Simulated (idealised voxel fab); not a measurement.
The process module that follows is named voxel double patterning.
The figure presents cross-section cut, which has a width of 260 nm and is divided into square cells with an edge length of 5 nm.
This document writes a cross-section as a grid whose cells are square, and gives it as bands, listed from the top down; one or more rows of cells form a band. What a band's entry tells you: where the top is and where the bottom is, as heights in nm, and after that what lies inside, material by material from left to right, each with its width in nm. Empty space is written as the word "air", and a single material marked with the word "throughout" occupies the band from edge to edge. Note: height 0 marks the level under which the wafer is uniformly one material as received. Lowest band unbounded below, written "z 0 and below". Top row gets the first number, bottom row gets the second, and each row in between changes by the same step: that is how a band width like "30->40" works. Reading "stayed the same" for a step: not a cell of the cross-section changed in it. In "Entrapped void list" the enclosed voids are listed, meaning empty spaces of 8 cells or larger without any opening to the top. The form is width x height at distance, distance from the left edge, units nm. Heads up: the bit after the settings on a step's line is the simulator's remark on that step. When a step includes a mask, the "overlay nm" setting on its line states how far to the right of its planned place that mask lay, and negative values state how far to the left.
-- Steps planned for the process
1,RECEIVE,material Si
2,CONFORMAL_DEP,material SiO2,thk nm 5
3,DIRECTIONAL_DEP,material polySi,thk nm 20
4,DIRECTIONAL_DEP,material SiN,thk nm 5
5,PATTERN,tone open,mask id FIRST,material resist,width nm 15,pitch nm 50,thk nm 20,overlay nm 0
6,DIRECTIONAL_ETCH,etch materials SiN,depth nm 5
7,STRIP,etch materials resist
8,MASKED_ETCH,tone open,mask id SECOND,width nm 15,pitch nm 50,etch materials SiN,depth nm 5,overlay nm 0
9,DIRECTIONAL_ETCH,etch materials polySi,depth nm 20
10,STRIP,etch materials SiN
-- Cross-section: wafer on arrival = after step 1
> z 0 and below | Si throughout
> Entrapped void list: none
-- Wafer cross-section at end of module: start and plan as shown above, one execution error
> z 20 to 0 | polySi 70, then air 15, then polySi 10, then air 15, then polySi 10, then air 15, then polySi 10, then air 15, then polySi 10, then air 15, then polySi 75
> z 0 and below | Si throughout
> Entrapped void list: none
Error vs. plan: plan step 2 skipped
